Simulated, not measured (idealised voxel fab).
The name of this process module is voxel self aligned vias.
Cross-section cut spans 295 nm and uses square cells 5 nm in size.
Cross-sections here: square-cell grids, written as top-down lists of bands, a band being one or more rows of cells. Per band: top height and bottom height in nm, followed by the left-to-right materials and their widths in nm; "everywhere" marks a single material spanning edge to edge, "empty" marks empty space. It should be noted that heights are counted from 0, beneath which the wafer as supplied is of one material throughout, and that the lowest band possesses no lower boundary but continues downward, as written in "0 nm and below". You'd read "30 to 40" like this: the band's top row of cells is as wide as the first number, its bottom row is as wide as the second, and going down, every row changes width by the same amount as the row before did. Where a step carries "nothing altered", the cross-section came out of it unchanged, cell for cell. "Closed void list": sealed empty spaces, 8 cells or more, no open way to top, listed width x height at distance, with distance from the left edge and width, height and distance in nm. If you see something after the settings on a step's line, that's the simulator's own remark about that step. The "overlay nm" setting may appear on a step's line; for a step that uses a mask, it gives how far to the right of its planned position the mask lay, and a negative value indicates the left.

### Set out below are the planned steps of the process
| 1 | RECEIVE [material Si] |
| 2 | CONFORMAL_DEP [material SiO2] [thk nm 10] |
| 3 | CONFORMAL_DEP [material SiCN] [thk nm 5] |
| 4 | DIRECTIONAL_DEP [material lowk] [thk nm 30] |
| 5 | DIRECTIONAL_DEP [material aC] [thk nm 10] |
| 6 | PATTERN [tone open] [mask id LINES] [material resist] [width nm 20] [pitch nm 55] [thk nm 25] [overlay nm 0] |
| 7 | DIRECTIONAL_ETCH [etch materials aC] [depth nm 10] |
| 8 | STRIP [etch materials resist] |
| 9 | DIRECTIONAL_ETCH [etch materials lowk] [depth nm 30] |
| 10 | STRIP [etch materials aC] |
| 11 | CONFORMAL_DEP [material TiN] [thk nm 5] |
| 12 | FILL_DEP [material Ru] [thk nm 5] |
| 13 | CMP [height nm 45] |
| 14 | SELECTIVE_ETCH [etch materials W Ru TiN] [depth nm 5] |
| 15 | FILL_DEP [material SiN] [thk nm 5] |
| 16 | CMP [height nm 45] |
| 17 | DIRECTIONAL_DEP [material lowk] [thk nm 15] |
| 18 | DIRECTIONAL_DEP [material aC] [thk nm 15] |
| 19 | PATTERN [tone open] [mask id VIAS] [material resist] [width nm 30] [thk nm 30] [overlay nm 0] |
| 20 | DIRECTIONAL_ETCH [etch materials aC] [depth nm 15] |
| 21 | STRIP [etch materials resist] |
| 22 | DIRECTIONAL_ETCH [etch materials lowk] [depth nm 15] |
| 23 | DIRECTIONAL_ETCH [etch materials SiN] [depth nm 5] |
| 24 | STRIP [etch materials aC] |
| 25 | CONFORMAL_DEP [material TiN] [thk nm 5] |
| 26 | FILL_DEP [material Cu] [thk nm 5] |
| 27 | CMP [height nm 60] |
| 28 | CONFORMAL_DEP [material SiN] [thk nm 5] |

### Cross-section of the wafer as it came to us, i.e., already through step 1
- 0 nm and below: Si everywhere
- Closed void list: none

### Cross-section taken at module completion on the first of two wafers; processed per the plan
- 65 nm to 60 nm: SiN everywhere
- 60 nm to 50 nm: lowk (105); TiN (5); Cu (20); TiN (5); lowk (160)
- 50 nm to 45 nm: lowk (105); TiN (10); Cu (10); TiN (10); lowk (160)
- 45 nm to 40 nm: lowk (110); TiN (20); lowk (35); SiN (20); lowk (110)
- 40 nm to 20 nm: lowk (110); TiN (5); Ru (10); TiN (5); lowk (35); TiN (5); Ru (10); TiN (5); lowk (110)
- 20 nm to 15 nm: lowk (110); TiN (20); lowk (35); TiN (20); lowk (110)
- 15 nm to 10 nm: SiCN everywhere
- 10 nm to 0 nm: SiO2 everywhere
- 0 nm and below: Si everywhere
- Closed void list: none

### End-of-module cross-section of the second wafer: identical starting point and process plan to the first, with one processing mistake
- 65 nm to 60 nm: SiN everywhere
- 60 nm to 45 nm: lowk (105); TiN (5); Cu (20); TiN (5); lowk (160)
- 45 nm to 40 nm: lowk (105); TiN (30); lowk (30); SiN (20); lowk (110)
- 40 nm to 30 nm: lowk (105); TiN (10); Ru (10); TiN (10); lowk (30); TiN (5); Ru (10); TiN (5); lowk (110)
- 30 nm to 20 nm: lowk (110); TiN (5); Ru (10); TiN (5); lowk (35); TiN (5); Ru (10); TiN (5); lowk (110)
- 20 nm to 15 nm: lowk (110); TiN (20); lowk (35); TiN (20); lowk (110)
- 15 nm to 10 nm: SiCN everywhere
- 10 nm to 0 nm: SiO2 everywhere
- 0 nm and below: Si everywhere
- Closed void list: none
Error vs. plan: step 22 was run twice
Looking at both finished wafers in cells, the second ends up ahead of or behind the first on some materials: Cu: 2 more | TiN: 4 more | lowk: 6 fewer
